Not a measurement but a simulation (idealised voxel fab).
process module | voxel transistor to metal
cross-section cut | 185 nm wide | cells 5 nm
A cross-section is a grid of square cells, given in bands from the top down. A band is one or more rows of cells.
Each band's line starts with the height of the band's top and of its bottom, in nm. Then come its materials from left to right, each with its width in nm. One material with "throughout" fills the band from edge to edge. "air" is empty space.
Height 0 is the level under which the wafer as received is all one material. The lowest band goes on downwards, as in "0 down".
A width such as "30 to 40" changes by the same amount from each row of cells to the next, from the band's top row to its bottom row.
"no change" after a step means that no cell of the cross-section changed.
closed voids: empty space of 8 cells or more with no open way to the top, each as width x height at its distance from the left edge, in nm
after a step's settings: what the simulator itself notes on the step
overlay nm, on a step with a mask: how far to the right of its planned place the mask lay; to the left if negative
plan
1 op RECEIVE | material Si
2 op OXIDIZE | depth nm 5
3 op CONFORMAL_DEP | material SiN | thk nm 10
4 op MASKED_ETCH | tone cover | mask id ACTIVE | width nm 105 | etch materials SiN | depth nm 10 | overlay nm 0
5 op MASKED_ETCH | tone cover | mask id ACTIVE | width nm 105 | etch materials SiO2 | depth nm 5 | overlay nm 0
6 op MASKED_ETCH | tone cover | mask id ACTIVE | width nm 105 | etch materials Si | depth nm 35 | overlay nm 0
7 op FILL_DEP | material SiO2 | thk nm 10
8 op CMP | height nm 10
9 op SELECTIVE_ETCH | etch materials SiO2 | depth nm 10
10 op STRIP | etch materials SiN
11 op SELECTIVE_ETCH | etch materials SiO2 | depth nm 5
12 op OXIDIZE | depth nm 5
13 op DIRECTIONAL_DEP | material polySi | thk nm 25
14 op DIRECTIONAL_DEP | material SiCN | thk nm 10
15 op MASKED_ETCH | tone cover | mask id GATE | width nm 15 | etch materials SiCN | depth nm 20 | overlay nm 0
16 op MASKED_ETCH | tone cover | mask id GATE | width nm 15 | etch materials polySi | depth nm 35 | overlay nm 0
17 op CONFORMAL_DEP | material SiO2 | thk nm 5
18 op DIRECTIONAL_ETCH | etch materials SiO2 | depth nm 5
19 op CONFORMAL_DEP | material SiN | thk nm 10
20 op DIRECTIONAL_ETCH | etch materials SiN | depth nm 10
21 op DIRECTIONAL_ETCH | etch materials SiO2 | depth nm 5
22 op EPI | material SiGe | thk nm 5
23 op FILL_DEP | material SiO2 | thk nm 10
24 op CMP | height nm 30
25 op DIRECTIONAL_DEP | material SiO2 | thk nm 10
26 op DIRECTIONAL_DEP | material aC | thk nm 10
27 op PATTERN | tone open | mask id CONTACT | material resist | width nm 35 | pitch nm 60 | thk nm 25 | overlay nm 0
28 op DIRECTIONAL_ETCH | etch materials aC | depth nm 10
29 op STRIP | etch materials resist
30 op DIRECTIONAL_ETCH | etch materials SiO2 | depth nm 45
31 op STRIP | etch materials aC
32 op CONFORMAL_DEP | material TiN | thk nm 5
33 op FILL_DEP | material Ru | thk nm 10
34 op CMP | height nm 40
35 op CONFORMAL_DEP | material SiN | thk nm 5
36 op DIRECTIONAL_DEP | material SiO2 | thk nm 15
37 op MASKED_ETCH | tone open | mask id METAL_1 | width nm 20 | pitch nm 75 | etch materials SiO2 | depth nm 15 | overlay nm 0
38 op MASKED_ETCH | tone open | mask id METAL_1 | width nm 20 | pitch nm 75 | etch materials SiN | depth nm 5 | overlay nm 0
39 op CONFORMAL_DEP | material TiN | thk nm 5
40 op FILL_DEP | material Ru | thk nm 10
41 op CMP | height nm 60
42 op CONFORMAL_DEP | material SiCN | thk nm 5
43 op DIRECTIONAL_DEP | material SiO2 | thk nm 30
44 op MASKED_ETCH | tone open | mask id METAL_2 | width nm 20 | pitch nm 75 | etch materials SiO2 | depth nm 15 | overlay nm 0
45 op PATTERN | tone open | mask id METAL_2_HOLES | material resist | width nm 15 | pitch nm 75 | thk nm 20 | overlay nm 0
46 op DIRECTIONAL_ETCH | etch materials SiO2 | depth nm 15
47 op DIRECTIONAL_ETCH | etch materials SiCN | depth nm 5
48 op STRIP | etch materials resist
49 op CONFORMAL_DEP | material TiN | thk nm 5
50 op FILL_DEP | material Ru | thk nm 5
51 op CMP | height nm 95
52 op CONFORMAL_DEP | material SiN | thk nm 5
as received, after step 1
  0 down: Si throughout
  closed voids: none
first wafer at the end, as planned
  100 to 95: SiN throughout
  95 to 85: SiO2 45 | TiN 5 | Ru 10 | TiN 5 | SiO2 55 | TiN 5 | Ru 10 | TiN 5 | SiO2 45
  85 to 80: SiO2 45 | TiN 5 | Ru 5 | TiN 10 | SiO2 55 | TiN 5 | Ru 5 | TiN 10 | SiO2 45
  80 to 65: SiO2 45 | TiN 5 | Ru 5 | TiN 5 | SiO2 60 | TiN 5 | Ru 5 | TiN 5 | SiO2 50
  65 to 60: SiCN 45 | TiN 15 | SiCN 60 | TiN 15 | SiCN 50
  60 to 45: SiO2 45 | TiN 5 | Ru 10 | TiN 5 | SiO2 55 | TiN 5 | Ru 10 | TiN 5 | SiO2 45
  45 to 40: SiN 45 | TiN 20 | SiN 55 | TiN 20 | SiN 45
  40 to 30: SiO2 45 | TiN 5 | Ru 25 to 15 | TiN 5 to 15 | SiO2 25 | TiN 5 to 15 | Ru 25 to 15 | TiN 5 | SiO2 45
  30 to 20: SiO2 45 | TiN 5 | Ru 15 | TiN 5 | SiN 10 | SiO2 5 | SiCN 15 | SiO2 5 | SiN 10 | TiN 5 | Ru 15 | TiN 5 | SiO2 45
  20 to 0: SiO2 45 | TiN 5 | Ru 15 | TiN 5 | SiN 10 | SiO2 5 | polySi 15 | SiO2 5 | SiN 10 | TiN 5 | Ru 15 | TiN 5 | SiO2 45
  0 to -5: SiO2 45 | TiN 25 | SiN 10 | SiO2 5 | polySi 15 | SiO2 5 | SiN 10 | TiN 25 | SiO2 45
  -5 to -10: SiO2 35 | SiGe 35 | SiO2 45 | SiGe 35 | SiO2 35
  -10 to -40: SiO2 40 | Si 105 | SiO2 40
  -40 down: Si throughout
  closed voids: none
second wafer at the end: like start, like plan, one mistake
  100 to 95: SiN throughout
  95 to 85: SiO2 45 | TiN 5 | Ru 10 | TiN 5 | SiO2 55 | TiN 5 | Ru 10 | TiN 5 | SiO2 45
  85 to 80: SiO2 45 | TiN 5 | Ru 5 | TiN 10 | SiO2 55 | TiN 5 | Ru 5 | TiN 10 | SiO2 45
  80 to 65: SiO2 45 | TiN 5 | Ru 5 | TiN 5 | SiO2 60 | TiN 5 | Ru 5 | TiN 5 | SiO2 50
  65 to 60: SiCN 45 | TiN 15 | SiCN 60 | TiN 15 | SiCN 50
  60 to 50: SiO2 45 | TiN 5 | Ru 10 | TiN 5 | SiO2 55 | TiN 5 | Ru 10 | TiN 5 | SiO2 45
  50 to 45: SiN 45 | TiN 20 | SiN 55 | TiN 20 | SiN 45
  45 to 40: TiN 50 | Ru 25 | TiN 35 | Ru 25 | TiN 50
  40 to 30: SiO2 45 | TiN 5 | Ru 25 to 15 | TiN 5 to 15 | SiO2 25 | TiN 5 to 15 | Ru 25 to 15 | TiN 5 | SiO2 45
  30 to 20: SiO2 45 | TiN 5 | Ru 15 | TiN 5 | SiN 10 | SiO2 5 | SiCN 15 | SiO2 5 | SiN 10 | TiN 5 | Ru 15 | TiN 5 | SiO2 45
  20 to 0: SiO2 45 | TiN 5 | Ru 15 | TiN 5 | SiN 10 | SiO2 5 | polySi 15 | SiO2 5 | SiN 10 | TiN 5 | Ru 15 | TiN 5 | SiO2 45
  0 to -5: SiO2 45 | TiN 25 | SiN 10 | SiO2 5 | polySi 15 | SiO2 5 | SiN 10 | TiN 25 | SiO2 45
  -5 to -10: SiO2 35 | SiGe 35 | SiO2 45 | SiGe 35 | SiO2 35
  -10 to -40: SiO2 40 | Si 105 | SiO2 40
  -40 down: Si throughout
  closed voids: none
what went wrong: step 34 ran as: op CMP | height nm 45
at the end the second wafer has, in cells: 6 more of Ru | 29 fewer of SiO2 | 23 more of TiN
